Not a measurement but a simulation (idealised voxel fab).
process module | voxel self aligned vias
cross-section cut | 175 nm wide | cells 5 nm
A cross-section is a grid of square cells, given in bands from the top down. A band is one or more rows of cells.
Each band's line starts with the height of the band's top and of its bottom, in nm. Then come its materials from left to right, each with its width in nm. One material with "throughout" fills the band from edge to edge. "air" is empty space.
Height 0 is the level under which the wafer as received is all one material. The lowest band goes on downwards, as in "0 down".
A width such as "30 to 40" changes by the same amount from each row of cells to the next, from the band's top row to its bottom row.
"no change" after a step means that no cell of the cross-section changed.
closed voids: empty space of 8 cells or more with no open way to the top, each as width x height at its distance from the left edge, in nm
after a step's settings: what the simulator itself notes on the step
overlay nm, on a step with a mask: how far to the right of its planned place the mask lay; to the left if negative
plan
1 op RECEIVE | material Si
2 op CONFORMAL_DEP | material SiO2 | thk nm 10
3 op CONFORMAL_DEP | material SiCN | thk nm 5
4 op DIRECTIONAL_DEP | material SiO2 | thk nm 25
5 op PATTERN | tone open | mask id LINES | material resist | width nm 30 | pitch nm 65 | thk nm 20 | overlay nm 0
6 op DIRECTIONAL_ETCH | etch materials SiO2 | depth nm 25
7 op STRIP | etch materials resist
8 op CONFORMAL_DEP | material TiN | thk nm 5
9 op FILL_DEP | material W | thk nm 10
10 op CMP | height nm 40
11 op SELECTIVE_ETCH | etch materials W Ru TiN | depth nm 10
12 op FILL_DEP | material SiN | thk nm 10
13 op CMP | height nm 40
14 op DIRECTIONAL_DEP | material SiO2 | thk nm 15
15 op DIRECTIONAL_DEP | material aC | thk nm 10
16 op PATTERN | tone open | mask id VIAS | material resist | width nm 50 | thk nm 25 | overlay nm 0
17 op DIRECTIONAL_ETCH | etch materials aC | depth nm 10
18 op STRIP | etch materials resist
19 op DIRECTIONAL_ETCH | etch materials SiO2 | depth nm 15
20 op DIRECTIONAL_ETCH | etch materials SiN | depth nm 5
21 op STRIP | etch materials aC
22 op CONFORMAL_DEP | material TiN | thk nm 5
23 op FILL_DEP | material Ru | thk nm 10
24 op CMP | height nm 55
25 op CONFORMAL_DEP | material SiN | thk nm 5
varied across the wafers: depth nm of step 20. The plan shows the first wafer's value. All wafers start alike
first wafer as received, after step 1
  0 down: Si throughout
  closed voids: none
each wafer at the end: cells of each material gained (+) or lost (-) since it was received, then its closed voids
depth nm 5 | +20 Ru | +35 SiCN | +53 SiN | +260 SiO2 | +36 TiN | +16 W | closed voids: none
depth nm 10 | +24 Ru | +35 SiCN | +47 SiN | +260 SiO2 | +38 TiN | +16 W | closed voids: none
depth nm 15 | +24 Ru | +35 SiCN | +47 SiN | +260 SiO2 | +38 TiN | +16 W | closed voids: none
depth nm 20 | +24 Ru | +35 SiCN | +47 SiN | +260 SiO2 | +38 TiN | +16 W | closed voids: none
depth nm 25 | +24 Ru | +35 SiCN | +47 SiN | +260 SiO2 | +38 TiN | +16 W | closed voids: none
